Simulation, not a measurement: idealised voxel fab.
Name of the process module below: voxel capacitor over wiring
Cross-section cut: width 225 nm, square cells of 5 nm.
Format of a cross-section: grid, square cells. Given as bands. Order: top down. Band: one or more rows of cells.
Basically the band line says how high the top is and how high the bottom is, in nm, and then what's in it from left to right, every material with its width in nm. Empty space shows up as "empty", and if a single material carries "full width" it runs the full band edge to edge.
Height 0 is the level under which the wafer as received is all one material. The lowest band goes on downwards, as in "top 0, no bottom".
Per-row width for "30->40": begins at first number (top row of band), ends at second number (bottom row), increment between rows held constant.
"all unchanged" -> step changed no cross-section cell.
Empty spaces without an open route to the top, at least 8 cells in extent, make up the entry "Enclosed voids"; each is given as width x height at distance, where the distance is measured from the left edge, and all are in nm.
That trailing text on a step's line, after the settings, is the simulator's own remark on the step.
On any step carrying a mask, the "overlay nm" setting, if present on the step's line, tells how far right of its planned place the mask lay; negative values point to the left.
Guide to the pairs. Each holds a before and an after cross-section around one process step; the after cross-section is cut off at the lowest band that changed. Look under the pair for the step between them and its settings. Pairs can come from different runs of this module on the same starting wafer, so a pair follows on from the one above it only where its entry headed "Before this step" says it does.
**Before this step**
top 95, bottom 90 = SiO2: 75 / TiN: 60 / SiO2: 90
top 90, bottom 85 = SiO2: 75 / TiN: 5 / Al2O3: 55 / SiO2: 90
top 85, bottom 80 = SiO2: 60 / TiN: 5 / SiO2: 10 / TiN: 65 / SiO2: 85
top 80, bottom 70 = SiO2: 65 / TiN: 15 / SiO2: 145
top 70, bottom 65 = SiO2: 65 / Al2O3: 15 / SiO2: 145
top 65, bottom 60 = SiO2: 65 / TiN: 15 / SiO2: 145
top 60, bottom 40 = SiO2 full width
top 40, bottom 35 = SiCN full width
top 35, bottom 20 = lowk: 45 / SiN: 5 / W: 30 / SiN: 5 / lowk: 55 / SiN: 5 / W: 30 / SiN: 5 / lowk: 45
top 20, bottom 15 = SiN: 50 / TiN: 30 / SiN: 65 / TiN: 30 / SiN: 50
top 15, bottom 0 = SiO2 full width
top 0, no bottom = Si full width
Enclosed voids: none
**Resulting Cross-Section**
top 100, bottom 95 = SiCN full width
Below 95, the layers are the same as they were.
Enclosed voids: none
What step was run between the cross-section before it and the cross-section after it, both above? CONFORMAL_DEP, material SiCN, thk nm 5
**Before this step**
top 0, no bottom = Si full width
Enclosed voids: none
**Resulting Cross-Section**
top 5, bottom 0 = TiN full width
Below 0, the layers are the same as they were.
Enclosed voids: none
What step was run between the cross-section before it and the cross-section after it, both above? DIRECTIONAL_DEP, material TiN, thk nm 5
Before this step: see preceding pair, after cross-section.
**Resulting Cross-Section**
top 20, bottom 5 = SiO2 full width
Below 5, the layers are the same as they were.
Enclosed voids: none
What step was run between the cross-section before it and the cross-section after it, both above? CONFORMAL_DEP, material SiO2, thk nm 15
Before this step: see preceding pair, after cross-section.
**Resulting Cross-Section**
top 35, bottom 20 = W full width
Below 20, the layers are the same as they were.
Enclosed voids: none
What step was run between the cross-section before it and the cross-section after it, both above? DIRECTIONAL_DEP, material W, thk nm 15
Before this step: see preceding pair, after cross-section.
**Resulting Cross-Section**
top 45, bottom 35 = aC full width
Below 35, the layers are the same as they were.
Enclosed voids: none
What step was run between the cross-section before it and the cross-section after it, both above? DIRECTIONAL_DEP, material aC, thk nm 10
Before this step: see preceding pair, after cross-section.
**Resulting Cross-Section**
top 75, bottom 45 = empty: 50 / resist: 30 / empty: 65 / resist: 30 / empty: 50
Below 45, the layers are the same as they were.
Enclosed voids: none
What step was run between the cross-section before it and the cross-section after it, both above? PATTERN, tone cover, mask id METAL_1, material resist, width nm 30, pitch nm 95, thk nm 30, overlay nm 0
Before this step: see preceding pair, after cross-section.
**Resulting Cross-Section**
top 65, bottom 45 = empty: 50 / resist: 30 / empty: 65 / resist: 30 / empty: 50
top 45, bottom 35 = empty: 50 / aC: 30 / empty: 65 / aC: 30 / empty: 50
Below 35, the layers are the same as they were.
Enclosed voids: none
What step was run between the cross-section before it and the cross-section after it, both above? DIRECTIONAL_ETCH, etch materials aC, depth nm 10
Before this step: see preceding pair, after cross-section.
**Resulting Cross-Section**
top 45, bottom 35 = empty: 50 / aC: 30 / empty: 65 / aC: 30 / empty: 50
Below 35, the layers are the same as they were.
Enclosed voids: none
What step was run between the cross-section before it and the cross-section after it, both above? STRIP, etch materials resist
Before this step: see preceding pair, after cross-section.
**Resulting Cross-Section**
top 45, bottom 35 = empty: 50 / aC: 30 / empty: 65 / aC: 30 / empty: 50
top 35, bottom 20 = empty: 50 / W: 30 / empty: 65 / W: 30 / empty: 50
Below 20, the layers are the same as they were.
Enclosed voids: none
What step was run between the cross-section before it and the cross-section after it, both above? DIRECTIONAL_ETCH, etch materials W, depth nm 15
Before this step: see preceding pair, after cross-section.
**Resulting Cross-Section**
top 35, bottom 20 = empty: 50 / W: 30 / empty: 65 / W: 30 / empty: 50
Below 20, the layers are the same as they were.
Enclosed voids: none
What step was run between the cross-section before it and the cross-section after it, both above? STRIP, etch materials aC
Before this step: see preceding pair, after cross-section.
**Resulting Cross-Section**
top 40, bottom 35 = empty: 45 / SiN: 40 / empty: 55 / SiN: 40 / empty: 45
top 35, bottom 25 = empty: 45 / SiN: 5 / W: 30 / SiN: 5 / empty: 55 / SiN: 5 / W: 30 / SiN: 5 / empty: 45
top 25, bottom 20 = SiN: 50 / W: 30 / SiN: 65 / W: 30 / SiN: 50
Below 20, the layers are the same as they were.
Enclosed voids: none
What step was run between the cross-section before it and the cross-section after it, both above? CONFORMAL_DEP, material SiN, thk nm 5
Before this step: see preceding pair, after cross-section.
**Resulting Cross-Section**
top 50, bottom 40 = lowk full width
top 40, bottom 35 = lowk: 45 / SiN: 40 / lowk: 55 / SiN: 40 / lowk: 45
top 35, bottom 25 = lowk: 45 / SiN: 5 / W: 30 / SiN: 5 / lowk: 55 / SiN: 5 / W: 30 / SiN: 5 / lowk: 45
Below 25, the layers are the same as they were.
Enclosed voids: none
What step was run between the cross-section before it and the cross-section after it, both above? FILL_DEP, material lowk, thk nm 10
Before this step: see preceding pair, after cross-section.
**Resulting Cross-Section**
top 35, bottom 25 = lowk: 45 / SiN: 5 / W: 30 / SiN: 5 / lowk: 55 / SiN: 5 / W: 30 / SiN: 5 / lowk: 45
Below 25, the layers are the same as they were.
Enclosed voids: none
What step was run between the cross-section before it and the cross-section after it, both above? CMP, height nm 35
Before this step: see preceding pair, after cross-section.
**Resulting Cross-Section**
top 40, bottom 35 = SiCN full width
Below 35, the layers are the same as they were.
Enclosed voids: none
What step was run between the cross-section before it and the cross-section after it, both above? CONFORMAL_DEP, material SiCN, thk nm 5
Before this step: see preceding pair, after cross-section.
**Resulting Cross-Section**
top 60, bottom 40 = SiO2 full width
Below 40, the layers are the same as they were.
Enclosed voids: none
What step was run between the cross-section before it and the cross-section after it, both above? DIRECTIONAL_DEP, material SiO2, thk nm 20
Before this step: see preceding pair, after cross-section.
**Resulting Cross-Section**
top 80, bottom 60 = resist: 65 / empty: 15 / resist: 145
Below 60, the layers are the same as they were.
Enclosed voids: none
What step was run between the cross-section before it and the cross-section after it, both above? PATTERN, tone open, mask id PLUG_1, material resist, width nm 15, thk nm 20, overlay nm 0
Before this step: see preceding pair, after cross-section.
**Resulting Cross-Section**
top 80, bottom 60 = resist: 65 / empty: 15 / resist: 145
top 60, bottom 40 = SiO2: 65 / empty: 15 / SiO2: 145
Below 40, the layers are the same as they were.
Enclosed voids: none
What step was run between the cross-section before it and the cross-section after it, both above? DIRECTIONAL_ETCH, etch materials SiO2, depth nm 20
Before this step: see preceding pair, after cross-section.
**Resulting Cross-Section**
top 80, bottom 60 = resist: 65 / empty: 15 / resist: 145
top 60, bottom 40 = SiO2: 65 / empty: 15 / SiO2: 145
top 40, bottom 35 = SiCN: 65 / empty: 15 / SiCN: 145
Below 35, the layers are the same as they were.
Enclosed voids: none
What step was run between the cross-section before it and the cross-section after it, both above? DIRECTIONAL_ETCH, etch materials SiCN, depth nm 5
Before this step: see preceding pair, after cross-section.
**Resulting Cross-Section**
top 60, bottom 40 = SiO2: 65 / empty: 15 / SiO2: 145
Below 40, the layers are the same as they were.
Enclosed voids: none
What step was run between the cross-section before it and the cross-section after it, both above? STRIP, etch materials resist
Before this step: see preceding pair, after cross-section.
**Resulting Cross-Section**
top 60, bottom 45 = SiO2: 65 / empty: 15 / SiO2: 145
top 45, bottom 40 = SiO2: 65 / Ru: 15 / SiO2: 145
top 40, bottom 35 = SiCN: 65 / Ru: 15 / SiCN: 145
Below 35, the layers are the same as they were.
Enclosed voids: none
What step was run between the cross-section before it and the cross-section after it, both above? EPI, material Ru, thk nm 10
Before this step: see preceding pair, after cross-section.
**Resulting Cross-Section**
top 60, bottom 55 = SiO2: 65 / empty: 15 / SiO2: 145
top 55, bottom 40 = SiO2: 65 / Ru: 15 / SiO2: 145
Below 40, the layers are the same as they were.
Enclosed voids: none
What step was run between the cross-section before it and the cross-section after it, both above? EPI, material Ru, thk nm 10
Before this step: see preceding pair, after cross-section.
**Resulting Cross-Section**
top 60, bottom 40 = SiO2: 65 / Ru: 15 / SiO2: 145
Below 40, the layers are the same as they were.
Enclosed voids: none
What step was run between the cross-section before it and the cross-section after it, both above? EPI, material Ru, thk nm 5
Before this step: see preceding pair, after cross-section.
**Resulting Cross-Section**
top 65, bottom 60 = TiN full width
Below 60, the layers are the same as they were.
Enclosed voids: none
What step was run between the cross-section before it and the cross-section after it, both above? DIRECTIONAL_DEP, material TiN, thk nm 5
Before this step: see preceding pair, after cross-section.
**Resulting Cross-Section**
top 70, bottom 65 = Al2O3 full width
Below 65, the layers are the same as they were.
Enclosed voids: none
What step was run between the cross-section before it and the cross-section after it, both above? DIRECTIONAL_DEP, material Al2O3, thk nm 5
Before this step: see preceding pair, after cross-section.
**Resulting Cross-Section**
top 80, bottom 70 = TiN full width
Below 70, the layers are the same as they were.
Enclosed voids: none
What step was run between the cross-section before it and the cross-section after it, both above? DIRECTIONAL_DEP, material TiN, thk nm 10
Before this step: see preceding pair, after cross-section.
**Resulting Cross-Section**
top 100, bottom 80 = empty: 65 / resist: 70 / empty: 90
Below 80, the layers are the same as they were.
Enclosed voids: none
What step was run between the cross-section before it and the cross-section after it, both above? PATTERN, tone cover, mask id UPPER_PLATE, material resist, width nm 70, thk nm 20, overlay nm 0
Before this step: see preceding pair, after cross-section.
**Resulting Cross-Section**
top 100, bottom 80 = empty: 65 / resist: 70 / empty: 90
top 80, bottom 70 = empty: 65 / TiN: 70 / empty: 90
Below 70, the layers are the same as they were.
Enclosed voids: none
What step was run between the cross-section before it and the cross-section after it, both above? DIRECTIONAL_ETCH, etch materials TiN, depth nm 10
Before this step: see preceding pair, after cross-section.
**Resulting Cross-Section**
top 100, bottom 80 = empty: 65 / resist: 70 / empty: 90
top 80, bottom 70 = empty: 65 / TiN: 70 / empty: 90
top 70, bottom 65 = empty: 65 / Al2O3: 70 / empty: 90
Below 65, the layers are the same as they were.
Enclosed voids: none
What step was run between the cross-section before it and the cross-section after it, both above? DIRECTIONAL_ETCH, etch materials Al2O3, depth nm 5
Before this step: see preceding pair, after cross-section.
**Resulting Cross-Section**
top 80, bottom 70 = empty: 65 / TiN: 70 / empty: 90
Below 70, the layers are the same as they were.
Enclosed voids: none
What step was run between the cross-section before it and the cross-section after it, both above? STRIP, etch materials resist
Before this step: see preceding pair, after cross-section.
**Resulting Cross-Section**
top 95, bottom 80 = empty: 60 / resist: 80 / empty: 85
top 80, bottom 70 = empty: 60 / resist: 5 / TiN: 70 / resist: 5 / empty: 85
top 70, bottom 65 = empty: 60 / resist: 5 / Al2O3: 70 / resist: 5 / empty: 85
Below 65, the layers are the same as they were.
Enclosed voids: none
What step was run between the cross-section before it and the cross-section after it, both above? PATTERN, tone cover, mask id LOWER_PLATE, material resist, width nm 80, thk nm 15, overlay nm 0
Before this step: see preceding pair, after cross-section.
**Resulting Cross-Section**
top 95, bottom 80 = empty: 60 / resist: 80 / empty: 85
top 80, bottom 70 = empty: 60 / resist: 5 / TiN: 70 / resist: 5 / empty: 85
top 70, bottom 65 = empty: 60 / resist: 5 / Al2O3: 70 / resist: 5 / empty: 85
top 65, bottom 60 = empty: 60 / TiN: 80 / empty: 85
Below 60, the layers are the same as they were.
Enclosed voids: none
What step was run between the cross-section before it and the cross-section after it, both above? DIRECTIONAL_ETCH, etch materials TiN, depth nm 5
Before this step: see preceding pair, after cross-section.
**Resulting Cross-Section**
top 80, bottom 70 = empty: 65 / TiN: 70 / empty: 90
top 70, bottom 65 = empty: 65 / Al2O3: 70 / empty: 90
Below 65, the layers are the same as they were.
Enclosed voids: none
What step was run between the cross-section before it and the cross-section after it, both above? STRIP, etch materials resist
Before this step: see preceding pair, after cross-section.
**Resulting Cross-Section**
top 100, bottom 80 = SiO2 full width
top 80, bottom 70 = SiO2: 65 / TiN: 70 / SiO2: 90
top 70, bottom 65 = SiO2: 65 / Al2O3: 70 / SiO2: 90
top 65, bottom 60 = SiO2: 60 / TiN: 80 / SiO2: 85
Below 60, the layers are the same as they were.
Enclosed voids: none
What step was run between the cross-section before it and the cross-section after it, both above? FILL_DEP, material SiO2, thk nm 20
Before this step: see preceding pair, after cross-section.
**Resulting Cross-Section**
top 95, bottom 80 = SiO2 full width
Below 80, the layers are the same as they were.
Enclosed voids: none
What step was run between the cross-section before it and the cross-section after it, both above? CMP, height nm 95
Before this step: see preceding pair, after cross-section.
**Resulting Cross-Section**
top 95, bottom 80 = SiO2: 75 / empty: 15 / SiO2: 135
Below 80, the layers are the same as they were.
Enclosed voids: none
What step was run between the cross-section before it and the cross-section after it, both above? MASKED_ETCH, tone open, mask id PLUG_2, width nm 15, etch materials SiO2, depth nm 15, overlay nm 0
Before this step: see preceding pair, after cross-section.
**Resulting Cross-Section**
top 100, bottom 95 = TiN: 80 / empty: 5 / TiN: 140
top 95, bottom 85 = SiO2: 75 / TiN: 5 / empty: 5 / TiN: 5 / SiO2: 135
top 85, bottom 80 = SiO2: 75 / TiN: 15 / SiO2: 135
Below 80, the layers are the same as they were.
Enclosed voids: none
What step was run between the cross-section before it and the cross-section after it, both above? CONFORMAL_DEP, material TiN, thk nm 5
Before this step: see preceding pair, after cross-section.
**Resulting Cross-Section**
top 110, bottom 100 = W full width
top 100, bottom 95 = TiN: 80 / W: 5 / TiN: 140
top 95, bottom 85 = SiO2: 75 / TiN: 5 / W: 5 / TiN: 5 / SiO2: 135
Below 85, the layers are the same as they were.
Enclosed voids: none
What step was run between the cross-section before it and the cross-section after it, both above? FILL_DEP, material W, thk nm 10
Before this step: see preceding pair, after cross-section.
**Resulting Cross-Section**
top 95, bottom 85 = SiO2: 75 / TiN: 5 / W: 5 / TiN: 5 / SiO2: 135
Below 85, the layers are the same as they were.
Enclosed voids: none
What step was run between the cross-section before it and the cross-section after it, both above? CMP, height nm 95
Before this step: see preceding pair, after cross-section.
**Resulting Cross-Section**
top 100, bottom 95 = SiCN full width
Below 95, the layers are the same as they were.
Enclosed voids: none
What step was run between the cross-section before it and the cross-section after it, both above? CONFORMAL_DEP, material SiCN, thk nm 5
**Before this step**
top 60, bottom 40 = SiO2: 65 / Ru: 15 / SiO2: 145
top 40, bottom 35 = SiCN: 65 / Ru: 15 / SiCN: 145
top 35, bottom 20 = lowk: 45 / SiN: 5 / W: 30 / SiN: 5 / lowk: 55 / SiN: 5 / W: 30 / SiN: 5 / lowk: 45
top 20, bottom 15 = SiN: 50 / TiN: 30 / SiN: 65 / TiN: 30 / SiN: 50
top 15, bottom 0 = SiO2 full width
top 0, no bottom = Si full width
Enclosed voids: none
**Resulting Cross-Section**
top 75, bottom 60 = TiN full width
Below 60, the layers are the same as they were.
Enclosed voids: none
What step was run between the cross-section before it and the cross-section after it, both above? DIRECTIONAL_DEP, material TiN, thk nm 15
Before this step: see preceding pair, after cross-section.
**Resulting Cross-Section**
top 80, bottom 75 = Al2O3 full width
Below 75, the layers are the same as they were.
Enclosed voids: none
What step was run between the cross-section before it and the cross-section after it, both above? DIRECTIONAL_DEP, material Al2O3, thk nm 5
Before this step: see preceding pair, after cross-section.
**Resulting Cross-Section**
top 90, bottom 80 = TiN full width
Below 80, the layers are the same as they were.
Enclosed voids: none
What step was run between the cross-section before it and the cross-section after it, both above? DIRECTIONAL_DEP, material TiN, thk nm 10
Before this step: see preceding pair, after cross-section.
**Resulting Cross-Section**
top 110, bottom 90 = empty: 65 / resist: 70 / empty: 90
Below 90, the layers are the same as they were.
Enclosed voids: none
What step was run between the cross-section before it and the cross-section after it, both above? PATTERN, tone cover, mask id UPPER_PLATE, material resist, width nm 70, thk nm 20, overlay nm 0
Before this step: see preceding pair, after cross-section.
**Resulting Cross-Section**
top 110, bottom 90 = empty: 65 / resist: 70 / empty: 90
top 90, bottom 80 = empty: 65 / TiN: 70 / empty: 90
Below 80, the layers are the same as they were.
Enclosed voids: none
What step was run between the cross-section before it and the cross-section after it, both above? DIRECTIONAL_ETCH, etch materials TiN, depth nm 10
Before this step: see preceding pair, after cross-section.
**Resulting Cross-Section**
top 110, bottom 90 = empty: 65 / resist: 70 / empty: 90
top 90, bottom 80 = empty: 65 / TiN: 70 / empty: 90
top 80, bottom 75 = empty: 65 / Al2O3: 70 / empty: 90
Below 75, the layers are the same as they were.
Enclosed voids: none
What step was run between the cross-section before it and the cross-section after it, both above? DIRECTIONAL_ETCH, etch materials Al2O3, depth nm 5
Before this step: see preceding pair, after cross-section.
**Resulting Cross-Section**
top 90, bottom 80 = empty: 65 / TiN: 70 / empty: 90
Below 80, the layers are the same as they were.
Enclosed voids: none
What step was run between the cross-section before it and the cross-section after it, both above? STRIP, etch materials resist
Before this step: see preceding pair, after cross-section.
**Resulting Cross-Section**
top 105, bottom 90 = empty: 60 / resist: 80 / empty: 85
top 90, bottom 80 = empty: 60 / resist: 5 / TiN: 70 / resist: 5 / empty: 85
top 80, bottom 75 = empty: 60 / resist: 5 / Al2O3: 70 / resist: 5 / empty: 85
Below 75, the layers are the same as they were.
Enclosed voids: none
What step was run between the cross-section before it and the cross-section after it, both above? PATTERN, tone cover, mask id LOWER_PLATE, material resist, width nm 80, thk nm 15, overlay nm 0
Before this step: see preceding pair, after cross-section.
**Resulting Cross-Section**
top 105, bottom 90 = empty: 60 / resist: 80 / empty: 85
top 90, bottom 80 = empty: 60 / resist: 5 / TiN: 70 / resist: 5 / empty: 85
top 80, bottom 75 = empty: 60 / resist: 5 / Al2O3: 70 / resist: 5 / empty: 85
top 75, bottom 70 = empty: 60 / TiN: 80 / empty: 85
Below 70, the layers are the same as they were.
Enclosed voids: none
What step was run between the cross-section before it and the cross-section after it, both above? DIRECTIONAL_ETCH, etch materials TiN, depth nm 5
Before this step: see preceding pair, after cross-section.
**Resulting Cross-Section**
top 90, bottom 80 = empty: 65 / TiN: 70 / empty: 90
top 80, bottom 75 = empty: 65 / Al2O3: 70 / empty: 90
Below 75, the layers are the same as they were.
Enclosed voids: none
What step was run between the cross-section before it and the cross-section after it, both above? STRIP, etch materials resist
Before this step: see preceding pair, after cross-section.
**Resulting Cross-Section**
top 110, bottom 90 = SiO2 full width
top 90, bottom 80 = SiO2: 65 / TiN: 70 / SiO2: 90
top 80, bottom 75 = SiO2: 65 / Al2O3: 70 / SiO2: 90
top 75, bottom 70 = SiO2: 60 / TiN: 80 / SiO2: 85
Below 70, the layers are the same as they were.
Enclosed voids: none
What step was run between the cross-section before it and the cross-section after it, both above? FILL_DEP, material SiO2, thk nm 20
Before this step: see preceding pair, after cross-section.
**Resulting Cross-Section**
top 95, bottom 90 = SiO2 full width
Below 90, the layers are the same as they were.
Enclosed voids: none
What step was run between the cross-section before it and the cross-section after it, both above? CMP, height nm 95
Before this step: see preceding pair, after cross-section.
**Resulting Cross-Section**
top 95, bottom 90 = SiO2: 75 / empty: 15 / SiO2: 135
Below 90, the layers are the same as they were.
Enclosed voids: none
What step was run between the cross-section before it and the cross-section after it, both above? MASKED_ETCH, tone open, mask id PLUG_2, width nm 15, etch materials SiO2, depth nm 15, overlay nm 0
Before this step: see preceding pair, after cross-section.
**Resulting Cross-Section**
top 100, bottom 95 = TiN: 80 / empty: 5 / TiN: 140
top 95, bottom 90 = SiO2: 75 / TiN: 15 / SiO2: 135
Below 90, the layers are the same as they were.
Enclosed voids: none
What step was run between the cross-section before it and the cross-section after it, both above? CONFORMAL_DEP, material TiN, thk nm 5
Before this step: see preceding pair, after cross-section.
**Resulting Cross-Section**
top 110, bottom 100 = W full width
top 100, bottom 95 = TiN: 80 / W: 5 / TiN: 140
Below 95, the layers are the same as they were.
Enclosed voids: none
What step was run between the cross-section before it and the cross-section after it, both above? FILL_DEP, material W, thk nm 10
Before this step: see preceding pair, after cross-section.
**Resulting Cross-Section**
top 95, bottom 90 = SiO2: 75 / TiN: 15 / SiO2: 135
Below 90, the layers are the same as they were.
Enclosed voids: none
What step was run between the cross-section before it and the cross-section after it, both above? CMP, height nm 95
Before this step: see preceding pair, after cross-section.
**Resulting Cross-Section**
top 100, bottom 95 = SiCN full width
Below 95, the layers are the same as they were.
Enclosed voids: none
What step was run between the cross-section before it and the cross-section after it, both above? CONFORMAL_DEP, material SiCN, thk nm 5
**Before this step**
top 45, bottom 35 = aC full width
top 35, bottom 20 = W full width
top 20, bottom 15 = TiN full width
top 15, bottom 0 = SiO2 full width
top 0, no bottom = Si full width
Enclosed voids: none
**Resulting Cross-Section**
top 75, bottom 45 = empty: 45 / resist: 40 / empty: 55 / resist: 40 / empty: 45
Below 45, the layers are the same as they were.
Enclosed voids: none
What step was run between the cross-section before it and the cross-section after it, both above? PATTERN, tone cover, mask id METAL_1, material resist, width nm 40, pitch nm 95, thk nm 30, overlay nm 0
Before this step: see preceding pair, after cross-section.
**Resulting Cross-Section**
top 65, bottom 45 = empty: 45 / resist: 40 / empty: 55 / resist: 40 / empty: 45
top 45, bottom 35 = empty: 45 / aC: 40 / empty: 55 / aC: 40 / empty: 45
Below 35, the layers are the same as they were.
Enclosed voids: none
What step was run between the cross-section before it and the cross-section after it, both above? DIRECTIONAL_ETCH, etch materials aC, depth nm 10
Before this step: see preceding pair, after cross-section.
**Resulting Cross-Section**
top 45, bottom 35 = empty: 45 / aC: 40 / empty: 55 / aC: 40 / empty: 45
Below 35, the layers are the same as they were.
Enclosed voids: none
What step was run between the cross-section before it and the cross-section after it, both above? STRIP, etch materials resist
Before this step: see preceding pair, after cross-section.
**Resulting Cross-Section**
top 45, bottom 35 = empty: 45 / aC: 40 / empty: 55 / aC: 40 / empty: 45
top 35, bottom 20 = empty: 45 / W: 40 / empty: 55 / W: 40 / empty: 45
Below 20, the layers are the same as they were.
Enclosed voids: none
What step was run between the cross-section before it and the cross-section after it, both above? DIRECTIONAL_ETCH, etch materials W, depth nm 15
Before this step: see preceding pair, after cross-section.
**Resulting Cross-Section**
top 45, bottom 35 = empty: 45 / aC: 40 / empty: 55 / aC: 40 / empty: 45
top 35, bottom 20 = empty: 45 / W: 40 / empty: 55 / W: 40 / empty: 45
top 20, bottom 15 = empty: 45 / TiN: 40 / empty: 55 / TiN: 40 / empty: 45
Below 15, the layers are the same as they were.
Enclosed voids: none
What step was run between the cross-section before it and the cross-section after it, both above? DIRECTIONAL_ETCH, etch materials TiN, depth nm 5
Before this step: see preceding pair, after cross-section.
**Resulting Cross-Section**
top 35, bottom 20 = empty: 45 / W: 40 / empty: 55 / W: 40 / empty: 45
Below 20, the layers are the same as they were.
Enclosed voids: none
What step was run between the cross-section before it and the cross-section after it, both above? STRIP, etch materials aC
Before this step: see preceding pair, after cross-section.
**Resulting Cross-Section**
top 40, bottom 35 = empty: 40 / SiN: 50 / empty: 45 / SiN: 50 / empty: 40
top 35, bottom 20 = empty: 40 / SiN: 5 / W: 40 / SiN: 5 / empty: 45 / SiN: 5 / W: 40 / SiN: 5 / empty: 40
top 20, bottom 15 = SiN: 45 / TiN: 40 / SiN: 55 / TiN: 40 / SiN: 45
Below 15, the layers are the same as they were.
Enclosed voids: none
What step was run between the cross-section before it and the cross-section after it, both above? CONFORMAL_DEP, material SiN, thk nm 5
Before this step: see preceding pair, after cross-section.
**Resulting Cross-Section**
top 50, bottom 40 = lowk full width
top 40, bottom 35 = lowk: 40 / SiN: 50 / lowk: 45 / SiN: 50 / lowk: 40
top 35, bottom 20 = lowk: 40 / SiN: 5 / W: 40 / SiN: 5 / lowk: 45 / SiN: 5 / W: 40 / SiN: 5 / lowk: 40
Below 20, the layers are the same as they were.
Enclosed voids: none
What step was run between the cross-section before it and the cross-section after it, both above? FILL_DEP, material lowk, thk nm 10
Before this step: see preceding pair, after cross-section.
**Resulting Cross-Section**
top 35, bottom 20 = lowk: 40 / SiN: 5 / W: 40 / SiN: 5 / lowk: 45 / SiN: 5 / W: 40 / SiN: 5 / lowk: 40
Below 20, the layers are the same as they were.
Enclosed voids: none
What step was run between the cross-section before it and the cross-section after it, both above? CMP, height nm 35
Before this step: see preceding pair, after cross-section.
**Resulting Cross-Section**
top 40, bottom 35 = SiCN full width
Below 35, the layers are the same as they were.
Enclosed voids: none
What step was run between the cross-section before it and the cross-section after it, both above? CONFORMAL_DEP, material SiCN, thk nm 5
Before this step: see preceding pair, after cross-section.
**Resulting Cross-Section**
top 60, bottom 40 = SiO2 full width
Below 40, the layers are the same as they were.
Enclosed voids: none
What step was run between the cross-section before it and the cross-section after it, both above? DIRECTIONAL_DEP, material SiO2, thk nm 20
Before this step: see preceding pair, after cross-section.
**Resulting Cross-Section**
top 80, bottom 60 = resist: 65 / empty: 15 / resist: 145
Below 60, the layers are the same as they were.
Enclosed voids: none
What step was run between the cross-section before it and the cross-section after it, both above? PATTERN, tone open, mask id PLUG_1, material resist, width nm 15, thk nm 20, overlay nm 0
Before this step: see preceding pair, after cross-section.
**Resulting Cross-Section**
top 80, bottom 60 = resist: 65 / empty: 15 / resist: 145
top 60, bottom 40 = SiO2: 65 / empty: 15 / SiO2: 145
Below 40, the layers are the same as they were.
Enclosed voids: none
What step was run between the cross-section before it and the cross-section after it, both above? DIRECTIONAL_ETCH, etch materials SiO2, depth nm 20
Before this step: see preceding pair, after cross-section.
**Resulting Cross-Section**
top 80, bottom 60 = resist: 65 / empty: 15 / resist: 145
top 60, bottom 40 = SiO2: 65 / empty: 15 / SiO2: 145
top 40, bottom 35 = SiCN: 65 / empty: 15 / SiCN: 145
Below 35, the layers are the same as they were.
Enclosed voids: none
What step was run between the cross-section before it and the cross-section after it, both above? DIRECTIONAL_ETCH, etch materials SiCN, depth nm 5
Before this step: see preceding pair, after cross-section.
**Resulting Cross-Section**
top 60, bottom 40 = SiO2: 65 / empty: 15 / SiO2: 145
Below 40, the layers are the same as they were.
Enclosed voids: none
What step was run between the cross-section before it and the cross-section after it, both above? STRIP, etch materials resist
Before this step: see preceding pair, after cross-section.
**Resulting Cross-Section**
top 60, bottom 45 = SiO2: 65 / empty: 15 / SiO2: 145
top 45, bottom 40 = SiO2: 65 / Ru: 15 / SiO2: 145
top 40, bottom 35 = SiCN: 65 / Ru: 15 / SiCN: 145
Below 35, the layers are the same as they were.
Enclosed voids: none
What step was run between the cross-section before it and the cross-section after it, both above? EPI, material Ru, thk nm 10
Before this step: see preceding pair, after cross-section.
**Resulting Cross-Section**
top 60, bottom 55 = SiO2: 65 / empty: 15 / SiO2: 145
top 55, bottom 40 = SiO2: 65 / Ru: 15 / SiO2: 145
Below 40, the layers are the same as they were.
Enclosed voids: none
What step was run between the cross-section before it and the cross-section after it, both above? EPI, material Ru, thk nm 10
Before this step: see preceding pair, after cross-section.
**Resulting Cross-Section**
top 60, bottom 40 = SiO2: 65 / Ru: 15 / SiO2: 145
Below 40, the layers are the same as they were.
Enclosed voids: none
What step was run between the cross-section before it and the cross-section after it, both above? EPI, material Ru, thk nm 5
Before this step: see preceding pair, after cross-section.
**Resulting Cross-Section**
top 65, bottom 60 = TiN full width
Below 60, the layers are the same as they were.
Enclosed voids: none
What step was run between the cross-section before it and the cross-section after it, both above? DIRECTIONAL_DEP, material TiN, thk nm 5
Before this step: see preceding pair, after cross-section.
**Resulting Cross-Section**
top 70, bottom 65 = Al2O3 full width
Below 65, the layers are the same as they were.
Enclosed voids: none
What step was run between the cross-section before it and the cross-section after it, both above? DIRECTIONAL_DEP, material Al2O3, thk nm 5
Before this step: see preceding pair, after cross-section.
**Resulting Cross-Section**
top 80, bottom 70 = TiN full width
Below 70, the layers are the same as they were.
Enclosed voids: none
What step was run between the cross-section before it and the cross-section after it, both above? DIRECTIONAL_DEP, material TiN, thk nm 10
Before this step: see preceding pair, after cross-section.
**Resulting Cross-Section**
top 100, bottom 80 = empty: 65 / resist: 70 / empty: 90
Below 80, the layers are the same as they were.
Enclosed voids: none
What step was run between the cross-section before it and the cross-section after it, both above? PATTERN, tone cover, mask id UPPER_PLATE, material resist, width nm 70, thk nm 20, overlay nm 0
Before this step: see preceding pair, after cross-section.
**Resulting Cross-Section**
top 100, bottom 80 = empty: 65 / resist: 70 / empty: 90
top 80, bottom 70 = empty: 65 / TiN: 70 / empty: 90
Below 70, the layers are the same as they were.
Enclosed voids: none
What step was run between the cross-section before it and the cross-section after it, both above? DIRECTIONAL_ETCH, etch materials TiN, depth nm 10
Before this step: see preceding pair, after cross-section.
**Resulting Cross-Section**
top 100, bottom 80 = empty: 65 / resist: 70 / empty: 90
top 80, bottom 70 = empty: 65 / TiN: 70 / empty: 90
top 70, bottom 65 = empty: 65 / Al2O3: 70 / empty: 90
Below 65, the layers are the same as they were.
Enclosed voids: none
What step was run between the cross-section before it and the cross-section after it, both above? DIRECTIONAL_ETCH, etch materials Al2O3, depth nm 5
Before this step: see preceding pair, after cross-section.
**Resulting Cross-Section**
top 80, bottom 70 = empty: 65 / TiN: 70 / empty: 90
Below 70, the layers are the same as they were.
Enclosed voids: none
What step was run between the cross-section before it and the cross-section after it, both above? STRIP, etch materials resist
Before this step: see preceding pair, after cross-section.
**Resulting Cross-Section**
top 95, bottom 80 = empty: 60 / resist: 80 / empty: 85
top 80, bottom 70 = empty: 60 / resist: 5 / TiN: 70 / resist: 5 / empty: 85
top 70, bottom 65 = empty: 60 / resist: 5 / Al2O3: 70 / resist: 5 / empty: 85
Below 65, the layers are the same as they were.
Enclosed voids: none
What step was run between the cross-section before it and the cross-section after it, both above? PATTERN, tone cover, mask id LOWER_PLATE, material resist, width nm 80, thk nm 15, overlay nm 0
